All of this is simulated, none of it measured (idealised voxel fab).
You're looking at the process module voxel transistor to metal.
For reference, the cross-section in this document is cut, with width 275 nm and square cells of 5 nm.
Cross-section format: a grid of square cells, given as bands from top to bottom; each band is one or more rows of cells. What a band's entry tells you: where the top is and where the bottom is, as heights in nm, and after that what lies inside, material by material from left to right, each with its width in nm. Empty space is written as the word "empty", and a single material marked with the word "everywhere" occupies the band from edge to edge. A quick word on heights: they are counted from 0, and under that level the wafer as it came to us is one material throughout. The lowest band is different from the rest in having no bottom; it simply continues downward, written as in "z 0 and below". A width such as "30->40" changes by the same amount from each row of cells to the next, from the band's top row to its bottom row. Take "no change" at face value: in the step it is given for, the cross-section changed in none of its cells. Entry "Sealed-off cavities" = empty spaces >= 8 cells with no open way to the top; each as width x height at distance, distance from left edge, all nm. Anything after a step's settings on that line? It's the simulator's own note about the step. When a step includes a mask, the "overlay nm" setting on its line states how far to the right of its planned place that mask lay, and negative values state how far to the left. Everything after this point is organized in pairs: a cross-section before one process step, a cross-section after it that shows only as deep as the lowest changed band, and, under the pair, the intervening step with its settings. Because different runs of this module on the same starting wafer can supply different pairs, a pair continues from the pair above it only if its entry headed "Pre-processing view" says so.
Pre-processing view
    z 70 to 55 = aC everywhere
    z 55 to 25 = SiO2 everywhere
    z 25 to 5 = SiO2: 55; SiN: 5; HfO2: 5; TiN: 5; W: 15; TiN: 5; HfO2: 5; SiN: 5; SiO2: 75; SiN: 5; HfO2: 5; TiN: 5; W: 15; TiN: 5; HfO2: 5; SiN: 5; SiO2: 55
    z 5 to 0 = SiO2: 30; SiN: 5; SiO2: 20; SiN: 5; HfO2: 5; TiN: 25; HfO2: 5; SiN: 5; SiO2: 20; SiN: 5; SiO2: 25; SiN: 5; SiO2: 20; SiN: 5; HfO2: 5; TiN: 25; HfO2: 5; SiN: 5; SiO2: 20; SiN: 5; SiO2: 30
    z 0 to -5 = SiO2: 35; pSi: 20; SiO2: 5; HfO2: 35; SiO2: 5; pSi: 20; SiO2: 35; pSi: 20; SiO2: 5; HfO2: 35; SiO2: 5; pSi: 20; SiO2: 35
    z -5 to -30 = SiO2: 35; Si: 85; SiO2: 35; Si: 85; SiO2: 35
    z -30 and below = Si everywhere
    Sealed-off cavities: none
As Processed
    z 100 to 70 = resist: 35; empty: 15; resist: 55; empty: 15; resist: 35; empty: 15; resist: 55; empty: 15; resist: 35
    At heights below 70, the structure remains unaltered.
    Sealed-off cavities: none
The transition between the preceding cross-sections is accomplished by op PATTERN | tone open | mask id CONTACT | material resist | width nm 15 | thk nm 30 | overlay nm 0
Pre-processing view: see preceding pair, after cross-section.
As Processed
    z 85 to 70 = resist: 35; empty: 15; resist: 55; empty: 15; resist: 35; empty: 15; resist: 55; empty: 15; resist: 35
    z 70 to 55 = aC: 35; empty: 15; aC: 55; empty: 15; aC: 35; empty: 15; aC: 55; empty: 15; aC: 35
    At heights below 55, the structure remains unaltered.
    Sealed-off cavities: none
The transition between the preceding cross-sections is accomplished by op DIRECTIONAL_ETCH | etch materials aC | depth nm 15
Pre-processing view: see preceding pair, after cross-section.
As Processed
    z 70 to 55 = aC: 35; empty: 15; aC: 55; empty: 15; aC: 35; empty: 15; aC: 55; empty: 15; aC: 35
    At heights below 55, the structure remains unaltered.
    Sealed-off cavities: none
The transition between the preceding cross-sections is accomplished by op STRIP | etch materials resist
Pre-processing view: see preceding pair, after cross-section.
As Processed
    z 70 to 55 = aC: 35; empty: 15; aC: 55; empty: 15; aC: 35; empty: 15; aC: 55; empty: 15; aC: 35
    z 55 to 25 = SiO2: 35; empty: 15; SiO2: 55; empty: 15; SiO2: 35; empty: 15; SiO2: 55; empty: 15; SiO2: 35
    z 25 to 15 = SiO2: 35; empty: 15; SiO2: 5; SiN: 5; HfO2: 5; TiN: 5; W: 15; TiN: 5; HfO2: 5; SiN: 5; SiO2: 5; empty: 15; SiO2: 35; empty: 15; SiO2: 5; SiN: 5; HfO2: 5; TiN: 5; W: 15; TiN: 5; HfO2: 5; SiN: 5; SiO2: 5; empty: 15; SiO2: 35
    At heights below 15, the structure remains unaltered.
    Sealed-off cavities: none
The transition between the preceding cross-sections is accomplished by op DIRECTIONAL_ETCH | etch materials SiO2 | depth nm 40
Pre-processing view: see preceding pair, after cross-section.
As Processed
    z 55 to 25 = SiO2: 35; empty: 15; SiO2: 55; empty: 15; SiO2: 35; empty: 15; SiO2: 55; empty: 15; SiO2: 35
    At heights below 25, the structure remains unaltered.
    Sealed-off cavities: none
The transition between the preceding cross-sections is accomplished by op STRIP | etch materials aC
Pre-processing view: see preceding pair, after cross-section.
As Processed
    z 60 to 55 = TiN: 40; empty: 5; TiN: 65; empty: 5; TiN: 45; empty: 5; TiN: 65; empty: 5; TiN: 40
    z 55 to 25 = SiO2: 35; TiN: 5; empty: 5; TiN: 5; SiO2: 55; TiN: 5; empty: 5; TiN: 5; SiO2: 35; TiN: 5; empty: 5; TiN: 5; SiO2: 55; TiN: 5; empty: 5; TiN: 5; SiO2: 35
    z 25 to 20 = SiO2: 35; TiN: 5; empty: 5; TiN: 5; SiO2: 5; SiN: 5; HfO2: 5; TiN: 5; W: 15; TiN: 5; HfO2: 5; SiN: 5; SiO2: 5; TiN: 5; empty: 5; TiN: 5; SiO2: 35; TiN: 5; empty: 5; TiN: 5; SiO2: 5; SiN: 5; HfO2: 5; TiN: 5; W: 15; TiN: 5; HfO2: 5; SiN: 5; SiO2: 5; TiN: 5; empty: 5; TiN: 5; SiO2: 35
    z 20 to 15 = SiO2: 35; TiN: 15; SiO2: 5; SiN: 5; HfO2: 5; TiN: 5; W: 15; TiN: 5; HfO2: 5; SiN: 5; SiO2: 5; TiN: 15; SiO2: 35; TiN: 15; SiO2: 5; SiN: 5; HfO2: 5; TiN: 5; W: 15; TiN: 5; HfO2: 5; SiN: 5; SiO2: 5; TiN: 15; SiO2: 35
    At heights below 15, the structure remains unaltered.
    Sealed-off cavities: none
The transition between the preceding cross-sections is accomplished by op CONFORMAL_DEP | material TiN | thk nm 5
Pre-processing view: see preceding pair, after cross-section.
As Processed
    z 65 to 60 = W everywhere
    z 60 to 55 = TiN: 40; W: 5; TiN: 65; W: 5; TiN: 45; W: 5; TiN: 65; W: 5; TiN: 40
    z 55 to 25 = SiO2: 35; TiN: 5; W: 5; TiN: 5; SiO2: 55; TiN: 5; W: 5; TiN: 5; SiO2: 35; TiN: 5; W: 5; TiN: 5; SiO2: 55; TiN: 5; W: 5; TiN: 5; SiO2: 35
    z 25 to 20 = SiO2: 35; TiN: 5; W: 5; TiN: 5; SiO2: 5; SiN: 5; HfO2: 5; TiN: 5; W: 15; TiN: 5; HfO2: 5; SiN: 5; SiO2: 5; TiN: 5; W: 5; TiN: 5; SiO2: 35; TiN: 5; W: 5; TiN: 5; SiO2: 5; SiN: 5; HfO2: 5; TiN: 5; W: 15; TiN: 5; HfO2: 5; SiN: 5; SiO2: 5; TiN: 5; W: 5; TiN: 5; SiO2: 35
    At heights below 20, the structure remains unaltered.
    Sealed-off cavities: none
The transition between the preceding cross-sections is accomplished by op FILL_DEP | material W | thk nm 5
Pre-processing view: see preceding pair, after cross-section.
As Processed
    z 40 to 25 = SiO2: 35; TiN: 5; W: 5; TiN: 5; SiO2: 55; TiN: 5; W: 5; TiN: 5; SiO2: 35; TiN: 5; W: 5; TiN: 5; SiO2: 55; TiN: 5; W: 5; TiN: 5; SiO2: 35
    At heights below 25, the structure remains unaltered.
    Sealed-off cavities: none
The transition between the preceding cross-sections is accomplished by op CMP | height nm 40
Pre-processing view: see preceding pair, after cross-section.
As Processed
    z 45 to 40 = SiN everywhere
    At heights below 40, the structure remains unaltered.
    Sealed-off cavities: none
The transition between the preceding cross-sections is accomplished by op CONFORMAL_DEP | material SiN | thk nm 5
Pre-processing view: see preceding pair, after cross-section.
As Processed
    z 65 to 45 = SiO2 everywhere
    At heights below 45, the structure remains unaltered.
    Sealed-off cavities: none
The transition between the preceding cross-sections is accomplished by op DIRECTIONAL_DEP | material SiO2 | thk nm 20
Pre-processing view: see preceding pair, after cross-section.
As Processed
    z 80 to 65 = resist: 35; empty: 15; resist: 55; empty: 15; resist: 35; empty: 15; resist: 55; empty: 15; resist: 35
    At heights below 65, the structure remains unaltered.
    Sealed-off cavities: none
The transition between the preceding cross-sections is accomplished by op PATTERN | tone open | mask id METAL_1 | material resist | width nm 15 | thk nm 15 | overlay nm 0
Pre-processing view: see preceding pair, after cross-section.
As Processed
    z 80 to 65 = resist: 35; empty: 15; resist: 55; empty: 15; resist: 35; empty: 15; resist: 55; empty: 15; resist: 35
    z 65 to 45 = SiO2: 35; empty: 15; SiO2: 55; empty: 15; SiO2: 35; empty: 15; SiO2: 55; empty: 15; SiO2: 35
    At heights below 45, the structure remains unaltered.
    Sealed-off cavities: none
The transition between the preceding cross-sections is accomplished by op DIRECTIONAL_ETCH | etch materials SiO2 | depth nm 20
Pre-processing view: see preceding pair, after cross-section.
As Processed
    z 80 to 65 = resist: 35; empty: 15; resist: 55; empty: 15; resist: 35; empty: 15; resist: 55; empty: 15; resist: 35
    z 65 to 45 = SiO2: 35; empty: 15; SiO2: 55; empty: 15; SiO2: 35; empty: 15; SiO2: 55; empty: 15; SiO2: 35
    z 45 to 40 = SiN: 35; empty: 15; SiN: 55; empty: 15; SiN: 35; empty: 15; SiN: 55; empty: 15; SiN: 35
    At heights below 40, the structure remains unaltered.
    Sealed-off cavities: none
The transition between the preceding cross-sections is accomplished by op DIRECTIONAL_ETCH | etch materials SiN | depth nm 5
Pre-processing view: see preceding pair, after cross-section.
As Processed
    z 65 to 45 = SiO2: 35; empty: 15; SiO2: 55; empty: 15; SiO2: 35; empty: 15; SiO2: 55; empty: 15; SiO2: 35
    At heights below 45, the structure remains unaltered.
    Sealed-off cavities: none
The transition between the preceding cross-sections is accomplished by op STRIP | etch materials resist
Pre-processing view: see preceding pair, after cross-section.
As Processed
    z 70 to 65 = TiN: 40; empty: 5; TiN: 65; empty: 5; TiN: 45; empty: 5; TiN: 65; empty: 5; TiN: 40
    z 65 to 45 = SiO2: 35; TiN: 5; empty: 5; TiN: 5; SiO2: 55; TiN: 5; empty: 5; TiN: 5; SiO2: 35; TiN: 5; empty: 5; TiN: 5; SiO2: 55; TiN: 5; empty: 5; TiN: 5; SiO2: 35
    z 45 to 40 = SiN: 35; TiN: 15; SiN: 55; TiN: 15; SiN: 35; TiN: 15; SiN: 55; TiN: 15; SiN: 35
    At heights below 40, the structure remains unaltered.
    Sealed-off cavities: none
The transition between the preceding cross-sections is accomplished by op CONFORMAL_DEP | material TiN | thk nm 5
Pre-processing view: see preceding pair, after cross-section.
As Processed
    z 75 to 70 = Cu everywhere
    z 70 to 65 = TiN: 40; Cu: 5; TiN: 65; Cu: 5; TiN: 45; Cu: 5; TiN: 65; Cu: 5; TiN: 40
    z 65 to 45 = SiO2: 35; TiN: 5; Cu: 5; TiN: 5; SiO2: 55; TiN: 5; Cu: 5; TiN: 5; SiO2: 35; TiN: 5; Cu: 5; TiN: 5; SiO2: 55; TiN: 5; Cu: 5; TiN: 5; SiO2: 35
    At heights below 45, the structure remains unaltered.
    Sealed-off cavities: none
The transition between the preceding cross-sections is accomplished by op FILL_DEP | material Cu | thk nm 5
Pre-processing view: see preceding pair, after cross-section.
As Processed
    z 65 to 45 = SiO2: 35; TiN: 5; Cu: 5; TiN: 5; SiO2: 55; TiN: 5; Cu: 5; TiN: 5; SiO2: 35; TiN: 5; Cu: 5; TiN: 5; SiO2: 55; TiN: 5; Cu: 5; TiN: 5; SiO2: 35
    At heights below 45, the structure remains unaltered.
    Sealed-off cavities: none
The transition between the preceding cross-sections is accomplished by op CMP | height nm 65
Pre-processing view: see preceding pair, after cross-section.
As Processed
    z 70 to 65 = SiCN everywhere
    At heights below 65, the structure remains unaltered.
    Sealed-off cavities: none
The transition between the preceding cross-sections is accomplished by op CONFORMAL_DEP | material SiCN | thk nm 5
Pre-processing view: see preceding pair, after cross-section.
As Processed
    z 100 to 70 = lowk everywhere
    At heights below 70, the structure remains unaltered.
    Sealed-off cavities: none
The transition between the preceding cross-sections is accomplished by op DIRECTIONAL_DEP | material lowk | thk nm 30
Pre-processing view: see preceding pair, after cross-section.
As Processed
    z 100 to 80 = lowk: 35; empty: 15; lowk: 105; empty: 15; lowk: 105
    At heights below 80, the structure remains unaltered.
    Sealed-off cavities: none
The transition between the preceding cross-sections is accomplished by op MASKED_ETCH | tone open | mask id METAL_2 | width nm 15 | pitch nm 120 | etch materials lowk | depth nm 20 | overlay nm 0
Pre-processing view: see preceding pair, after cross-section.
As Processed
    z 120 to 100 = resist: 35; empty: 15; resist: 105; empty: 15; resist: 105
    At heights below 100, the structure remains unaltered.
    Sealed-off cavities: none
The transition between the preceding cross-sections is accomplished by op PATTERN | tone open | mask id METAL_2_HOLES | material resist | width nm 15 | pitch nm 120 | thk nm 20 | overlay nm 0
Pre-processing view: see preceding pair, after cross-section.
As Processed
    z 120 to 100 = resist: 35; empty: 15; resist: 105; empty: 15; resist: 105
    z 100 to 70 = lowk: 35; empty: 15; lowk: 105; empty: 15; lowk: 105
    At heights below 70, the structure remains unaltered.
    Sealed-off cavities: none
The transition between the preceding cross-sections is accomplished by op DIRECTIONAL_ETCH | etch materials lowk | depth nm 10
Pre-processing view: see preceding pair, after cross-section.
As Processed
    z 120 to 100 = resist: 35; empty: 15; resist: 105; empty: 15; resist: 105
    z 100 to 70 = lowk: 35; empty: 15; lowk: 105; empty: 15; lowk: 105
    z 70 to 65 = SiCN: 35; empty: 15; SiCN: 105; empty: 15; SiCN: 105
    At heights below 65, the structure remains unaltered.
    Sealed-off cavities: none
The transition between the preceding cross-sections is accomplished by op DIRECTIONAL_ETCH | etch materials SiCN | depth nm 5
Pre-processing view: see preceding pair, after cross-section.
As Processed
    z 100 to 70 = lowk: 35; empty: 15; lowk: 105; empty: 15; lowk: 105
    At heights below 70, the structure remains unaltered.
    Sealed-off cavities: none
The transition between the preceding cross-sections is accomplished by op STRIP | etch materials resist
Pre-processing view: see preceding pair, after cross-section.
As Processed
    z 105 to 100 = TiN: 40; empty: 5; TiN: 115; empty: 5; TiN: 110
    z 100 to 70 = lowk: 35; TiN: 5; empty: 5; TiN: 5; lowk: 105; TiN: 5; empty: 5; TiN: 5; lowk: 105
    z 70 to 65 = SiCN: 35; TiN: 15; SiCN: 105; TiN: 15; SiCN: 105
    At heights below 65, the structure remains unaltered.
    Sealed-off cavities: none
The transition between the preceding cross-sections is accomplished by op CONFORMAL_DEP | material TiN | thk nm 5
Pre-processing view: see preceding pair, after cross-section.
As Processed
    z 115 to 105 = Cu everywhere
    z 105 to 100 = TiN: 40; Cu: 5; TiN: 115; Cu: 5; TiN: 110
    z 100 to 70 = lowk: 35; TiN: 5; Cu: 5; TiN: 5; lowk: 105; TiN: 5; Cu: 5; TiN: 5; lowk: 105
    At heights below 70, the structure remains unaltered.
    Sealed-off cavities: none
The transition between the preceding cross-sections is accomplished by op FILL_DEP | material Cu | thk nm 10
Pre-processing view: see preceding pair, after cross-section.
As Processed
    z 100 to 70 = lowk: 35; TiN: 5; Cu: 5; TiN: 5; lowk: 105; TiN: 5; Cu: 5; TiN: 5; lowk: 105
    At heights below 70, the structure remains unaltered.
    Sealed-off cavities: none
The transition between the preceding cross-sections is accomplished by op CMP | height nm 100
Pre-processing view: see preceding pair, after cross-section.
As Processed
    z 105 to 100 = SiN everywhere
    At heights below 100, the structure remains unaltered.
    Sealed-off cavities: none
The transition between the preceding cross-sections is accomplished by op CONFORMAL_DEP | material SiN | thk nm 5
Pre-processing view
    z 40 to 25 = SiO2: 35; TiN: 5; W: 5; TiN: 5; SiO2: 55; TiN: 5; W: 5; TiN: 5; SiO2: 35; TiN: 5; W: 5; TiN: 5; SiO2: 55; TiN: 5; W: 5; TiN: 5; SiO2: 35
    z 25 to 5 = SiO2: 35; TiN: 5; W: 5; TiN: 5; SiO2: 5; SiN: 5; HfO2: 5; TiN: 5; W: 15; TiN: 5; HfO2: 5; SiN: 5; SiO2: 5; TiN: 5; W: 5; TiN: 5; SiO2: 35; TiN: 5; W: 5; TiN: 5; SiO2: 5; SiN: 5; HfO2: 5; TiN: 5; W: 15; TiN: 5; HfO2: 5; SiN: 5; SiO2: 5; TiN: 5; W: 5; TiN: 5; SiO2: 35
    z 5 to 0 = SiO2: 30; SiN: 5; TiN: 15; SiO2: 5; SiN: 5; HfO2: 5; TiN: 25; HfO2: 5; SiN: 5; SiO2: 5; TiN: 15; SiN: 5; SiO2: 25; SiN: 5; TiN: 15; SiO2: 5; SiN: 5; HfO2: 5; TiN: 25; HfO2: 5; SiN: 5; SiO2: 5; TiN: 15; SiN: 5; SiO2: 30
    z 0 to -5 = SiO2: 35; pSi: 20; SiO2: 5; HfO2: 35; SiO2: 5; pSi: 20; SiO2: 35; pSi: 20; SiO2: 5; HfO2: 35; SiO2: 5; pSi: 20; SiO2: 35
    z -5 to -30 = SiO2: 35; Si: 85; SiO2: 35; Si: 85; SiO2: 35
    z -30 and below = Si everywhere
    Sealed-off cavities: none
As Processed
    z 60 to 40 = SiO2 everywhere
    At heights below 40, the structure remains unaltered.
    Sealed-off cavities: none
The transition between the preceding cross-sections is accomplished by op DIRECTIONAL_DEP | material SiO2 | thk nm 20
Pre-processing view: see preceding pair, after cross-section.
As Processed
    z 65 to 60 = SiN everywhere
    At heights below 60, the structure remains unaltered.
    Sealed-off cavities: none
The transition between the preceding cross-sections is accomplished by op CONFORMAL_DEP | material SiN | thk nm 5
Pre-processing view: see preceding pair, after cross-section.
As Processed
    z 80 to 65 = resist: 35; empty: 15; resist: 55; empty: 15; resist: 35; empty: 15; resist: 55; empty: 15; resist: 35
    At heights below 65, the structure remains unaltered.
    Sealed-off cavities: none
The transition between the preceding cross-sections is accomplished by op PATTERN | tone open | mask id METAL_1 | material resist | width nm 15 | thk nm 15 | overlay nm 0
Pre-processing view: see preceding pair, after cross-section.
As Processed
    z 80 to 65 = resist: 35; empty: 15; resist: 55; empty: 15; resist: 35; empty: 15; resist: 55; empty: 15; resist: 35
    z 65 to 60 = SiN: 35; empty: 15; SiN: 55; empty: 15; SiN: 35; empty: 15; SiN: 55; empty: 15; SiN: 35
    At heights below 60, the structure remains unaltered.
    Sealed-off cavities: none
The transition between the preceding cross-sections is accomplished by op DIRECTIONAL_ETCH | etch materials SiN | depth nm 5
Pre-processing view: see preceding pair, after cross-section.
As Processed
    z 65 to 60 = SiN: 35; empty: 15; SiN: 55; empty: 15; SiN: 35; empty: 15; SiN: 55; empty: 15; SiN: 35
    At heights below 60, the structure remains unaltered.
    Sealed-off cavities: none
The transition between the preceding cross-sections is accomplished by op STRIP | etch materials resist
Pre-processing view: see preceding pair, after cross-section.
As Processed
    z 70 to 65 = TiN: 40; empty: 5; TiN: 65; empty: 5; TiN: 45; empty: 5; TiN: 65; empty: 5; TiN: 40
    z 65 to 60 = SiN: 35; TiN: 15; SiN: 55; TiN: 15; SiN: 35; TiN: 15; SiN: 55; TiN: 15; SiN: 35
    At heights below 60, the structure remains unaltered.
    Sealed-off cavities: none
The transition between the preceding cross-sections is accomplished by op CONFORMAL_DEP | material TiN | thk nm 5
Pre-processing view: see preceding pair, after cross-section.
As Processed
    z 75 to 70 = Cu everywhere
    z 70 to 65 = TiN: 40; Cu: 5; TiN: 65; Cu: 5; TiN: 45; Cu: 5; TiN: 65; Cu: 5; TiN: 40
    At heights below 65, the structure remains unaltered.
    Sealed-off cavities: none
The transition between the preceding cross-sections is accomplished by op FILL_DEP | material Cu | thk nm 5
Pre-processing view: see preceding pair, after cross-section.
As Processed
    z 65 to 60 = SiN: 35; TiN: 15; SiN: 55; TiN: 15; SiN: 35; TiN: 15; SiN: 55; TiN: 15; SiN: 35
    At heights below 60, the structure remains unaltered.
    Sealed-off cavities: none
The transition between the preceding cross-sections is accomplished by op CMP | height nm 65
Pre-processing view: see preceding pair, after cross-section.
As Processed
    z 70 to 65 = SiCN everywhere
    At heights below 65, the structure remains unaltered.
    Sealed-off cavities: none
The transition between the preceding cross-sections is accomplished by op CONFORMAL_DEP | material SiCN | thk nm 5
Pre-processing view: see preceding pair, after cross-section.
As Processed
    z 100 to 70 = lowk everywhere
    At heights below 70, the structure remains unaltered.
    Sealed-off cavities: none
The transition between the preceding cross-sections is accomplished by op DIRECTIONAL_DEP | material lowk | thk nm 30
Pre-processing view: see preceding pair, after cross-section.
As Processed
    z 100 to 80 = lowk: 35; empty: 15; lowk: 105; empty: 15; lowk: 105
    At heights below 80, the structure remains unaltered.
    Sealed-off cavities: none
The transition between the preceding cross-sections is accomplished by op MASKED_ETCH | tone open | mask id METAL_2 | width nm 15 | pitch nm 120 | etch materials lowk | depth nm 20 | overlay nm 0
Pre-processing view: see preceding pair, after cross-section.
As Processed
    z 120 to 100 = resist: 35; empty: 15; resist: 105; empty: 15; resist: 105
    At heights below 100, the structure remains unaltered.
    Sealed-off cavities: none
The transition between the preceding cross-sections is accomplished by op PATTERN | tone open | mask id METAL_2_HOLES | material resist | width nm 15 | pitch nm 120 | thk nm 20 | overlay nm 0
Pre-processing view: see preceding pair, after cross-section.
As Processed
    z 120 to 100 = resist: 35; empty: 15; resist: 105; empty: 15; resist: 105
    z 100 to 70 = lowk: 35; empty: 15; lowk: 105; empty: 15; lowk: 105
    At heights below 70, the structure remains unaltered.
    Sealed-off cavities: none
The transition between the preceding cross-sections is accomplished by op DIRECTIONAL_ETCH | etch materials lowk | depth nm 10
Pre-processing view: see preceding pair, after cross-section.
As Processed
    z 120 to 100 = resist: 35; empty: 15; resist: 105; empty: 15; resist: 105
    z 100 to 70 = lowk: 35; empty: 15; lowk: 105; empty: 15; lowk: 105
    z 70 to 65 = SiCN: 35; empty: 15; SiCN: 105; empty: 15; SiCN: 105
    At heights below 65, the structure remains unaltered.
    Sealed-off cavities: none
The transition between the preceding cross-sections is accomplished by op DIRECTIONAL_ETCH | etch materials SiCN | depth nm 5
Pre-processing view: see preceding pair, after cross-section.
As Processed
    z 100 to 70 = lowk: 35; empty: 15; lowk: 105; empty: 15; lowk: 105
    At heights below 70, the structure remains unaltered.
    Sealed-off cavities: none
The transition between the preceding cross-sections is accomplished by op STRIP | etch materials resist
Pre-processing view: see preceding pair, after cross-section.
As Processed
    z 105 to 100 = TiN: 40; empty: 5; TiN: 115; empty: 5; TiN: 110
    z 100 to 70 = lowk: 35; TiN: 5; empty: 5; TiN: 5; lowk: 105; TiN: 5; empty: 5; TiN: 5; lowk: 105
    z 70 to 65 = SiCN: 35; TiN: 15; SiCN: 105; TiN: 15; SiCN: 105
    At heights below 65, the structure remains unaltered.
    Sealed-off cavities: none
The transition between the preceding cross-sections is accomplished by op CONFORMAL_DEP | material TiN | thk nm 5
Pre-processing view: see preceding pair, after cross-section.
As Processed
    z 115 to 105 = Cu everywhere
    z 105 to 100 = TiN: 40; Cu: 5; TiN: 115; Cu: 5; TiN: 110
    z 100 to 70 = lowk: 35; TiN: 5; Cu: 5; TiN: 5; lowk: 105; TiN: 5; Cu: 5; TiN: 5; lowk: 105
    At heights below 70, the structure remains unaltered.
    Sealed-off cavities: none
The transition between the preceding cross-sections is accomplished by op FILL_DEP | material Cu | thk nm 10
Pre-processing view: see preceding pair, after cross-section.
As Processed
    z 100 to 70 = lowk: 35; TiN: 5; Cu: 5; TiN: 5; lowk: 105; TiN: 5; Cu: 5; TiN: 5; lowk: 105
    At heights below 70, the structure remains unaltered.
    Sealed-off cavities: none
The transition between the preceding cross-sections is accomplished by op CMP | height nm 100
Pre-processing view: see preceding pair, after cross-section.
As Processed
    z 105 to 100 = SiN everywhere
    At heights below 100, the structure remains unaltered.
    Sealed-off cavities: none
The transition between the preceding cross-sections is accomplished by op CONFORMAL_DEP | material SiN | thk nm 5
Pre-processing view
    z 50 to 45 = SiO2 everywhere
    z 45 to 30 = SiO2: 55; SiN: 5; SiO2: 5; SiCN: 25; SiO2: 5; SiN: 5; SiO2: 75; SiN: 5; SiO2: 5; SiCN: 25; SiO2: 5; SiN: 5; SiO2: 55
    z 30 to 5 = SiO2: 55; SiN: 5; SiO2: 5; polySi: 25; SiO2: 5; SiN: 5; SiO2: 75; SiN: 5; SiO2: 5; polySi: 25; SiO2: 5; SiN: 5; SiO2: 55
    z 5 to 0 = SiO2: 30; SiN: 5; SiO2: 20; SiN: 5; SiO2: 5; polySi: 25; SiO2: 5; SiN: 5; SiO2: 20; SiN: 5; SiO2: 25; SiN: 5; SiO2: 20; SiN: 5; SiO2: 5; polySi: 25; SiO2: 5; SiN: 5; SiO2: 20; SiN: 5; SiO2: 30
    z 0 to -5 = SiO2: 35; pSi: 20; SiO2: 45; pSi: 20; SiO2: 35; pSi: 20; SiO2: 45; pSi: 20; SiO2: 35
    z -5 to -30 = SiO2: 35; Si: 85; SiO2: 35; Si: 85; SiO2: 35
    z -30 and below = Si everywhere
    Sealed-off cavities: none
As Processed
    z 25 to 5 = SiO2: 55; SiN: 5; SiO2: 5; polySi: 25; SiO2: 5; SiN: 5; SiO2: 75; SiN: 5; SiO2: 5; polySi: 25; SiO2: 5; SiN: 5; SiO2: 55
    At heights below 5, the structure remains unaltered.
    Sealed-off cavities: none
The transition between the preceding cross-sections is accomplished by op CMP | height nm 25
Pre-processing view: see preceding pair, after cross-section.
As Processed
    z 25 to 5 = SiO2: 55; SiN: 5; SiO2: 5; empty: 25; SiO2: 5; SiN: 5; SiO2: 75; SiN: 5; SiO2: 5; empty: 25; SiO2: 5; SiN: 5; SiO2: 55
    z 5 to 0 = SiO2: 30; SiN: 5; SiO2: 20; SiN: 5; SiO2: 5; empty: 25; SiO2: 5; SiN: 5; SiO2: 20; SiN: 5; SiO2: 25; SiN: 5; SiO2: 20; SiN: 5; SiO2: 5; empty: 25; SiO2: 5; SiN: 5; SiO2: 20; SiN: 5; SiO2: 30
    At heights below 0, the structure remains unaltered.
    Sealed-off cavities: none
The transition between the preceding cross-sections is accomplished by op STRIP | etch materials polySi
Pre-processing view: see preceding pair, after cross-section.
As Processed
    z 25 to 20 = empty: 55; SiN: 5; empty: 35; SiN: 5; empty: 75; SiN: 5; empty: 35; SiN: 5; empty: 55
    z 20 to 5 = SiO2: 55; SiN: 5; empty: 35; SiN: 5; SiO2: 75; SiN: 5; empty: 35; SiN: 5; SiO2: 55
    z 5 to 0 = SiO2: 30; SiN: 5; SiO2: 20; SiN: 5; empty: 35; SiN: 5; SiO2: 20; SiN: 5; SiO2: 25; SiN: 5; SiO2: 20; SiN: 5; empty: 35; SiN: 5; SiO2: 20; SiN: 5; SiO2: 30
    z 0 to -5 = SiO2: 35; pSi: 20; SiO2: 5; empty: 35; SiO2: 5; pSi: 20; SiO2: 35; pSi: 20; SiO2: 5; empty: 35; SiO2: 5; pSi: 20; SiO2: 35
    At heights below -5, the structure remains unaltered.
    Sealed-off cavities: none
The transition between the preceding cross-sections is accomplished by op SELECTIVE_ETCH | etch materials SiO2 | depth nm 5
Pre-processing view: see preceding pair, after cross-section.
As Processed
    z 30 to 25 = empty: 50; HfO2: 15; empty: 25; HfO2: 15; empty: 65; HfO2: 15; empty: 25; HfO2: 15; empty: 50
    z 25 to 20 = HfO2: 55; SiN: 5; HfO2: 5; empty: 25; HfO2: 5; SiN: 5; HfO2: 75; SiN: 5; HfO2: 5; empty: 25; HfO2: 5; SiN: 5; HfO2: 55
    z 20 to 5 = SiO2: 55; SiN: 5; HfO2: 5; empty: 25; HfO2: 5; SiN: 5; SiO2: 75; SiN: 5; HfO2: 5; empty: 25; HfO2: 5; SiN: 5; SiO2: 55
    z 5 to 0 = SiO2: 30; SiN: 5; SiO2: 20; SiN: 5; HfO2: 5; empty: 25; HfO2: 5; SiN: 5; SiO2: 20; SiN: 5; SiO2: 25; SiN: 5; SiO2: 20; SiN: 5; HfO2: 5; empty: 25; HfO2: 5; SiN: 5; SiO2: 20; SiN: 5; SiO2: 30
    z 0 to -5 = SiO2: 35; pSi: 20; SiO2: 5; HfO2: 35; SiO2: 5; pSi: 20; SiO2: 35; pSi: 20; SiO2: 5; HfO2: 35; SiO2: 5; pSi: 20; SiO2: 35
    At heights below -5, the structure remains unaltered.
    Sealed-off cavities: none
The transition between the preceding cross-sections is accomplished by op CONFORMAL_DEP | material HfO2 | thk nm 5
Pre-processing view: see preceding pair, after cross-section.
As Processed
    z 35 to 30 = empty: 45; TiN: 25; empty: 15; TiN: 25; empty: 55; TiN: 25; empty: 15; TiN: 25; empty: 45
    z 30 to 25 = TiN: 50; HfO2: 15; TiN: 5; empty: 15; TiN: 5; HfO2: 15; TiN: 65; HfO2: 15; TiN: 5; empty: 15; TiN: 5; HfO2: 15; TiN: 50
    z 25 to 20 = HfO2: 55; SiN: 5; HfO2: 5; TiN: 5; empty: 15; TiN: 5; HfO2: 5; SiN: 5; HfO2: 75; SiN: 5; HfO2: 5; TiN: 5; empty: 15; TiN: 5; HfO2: 5; SiN: 5; HfO2: 55
    z 20 to 5 = SiO2: 55; SiN: 5; HfO2: 5; TiN: 5; empty: 15; TiN: 5; HfO2: 5; SiN: 5; SiO2: 75; SiN: 5; HfO2: 5; TiN: 5; empty: 15; TiN: 5; HfO2: 5; SiN: 5; SiO2: 55
    z 5 to 0 = SiO2: 30; SiN: 5; SiO2: 20; SiN: 5; HfO2: 5; TiN: 25; HfO2: 5; SiN: 5; SiO2: 20; SiN: 5; SiO2: 25; SiN: 5; SiO2: 20; SiN: 5; HfO2: 5; TiN: 25; HfO2: 5; SiN: 5; SiO2: 20; SiN: 5; SiO2: 30
    At heights below 0, the structure remains unaltered.
    Sealed-off cavities: none
The transition between the preceding cross-sections is accomplished by op CONFORMAL_DEP | material TiN | thk nm 5
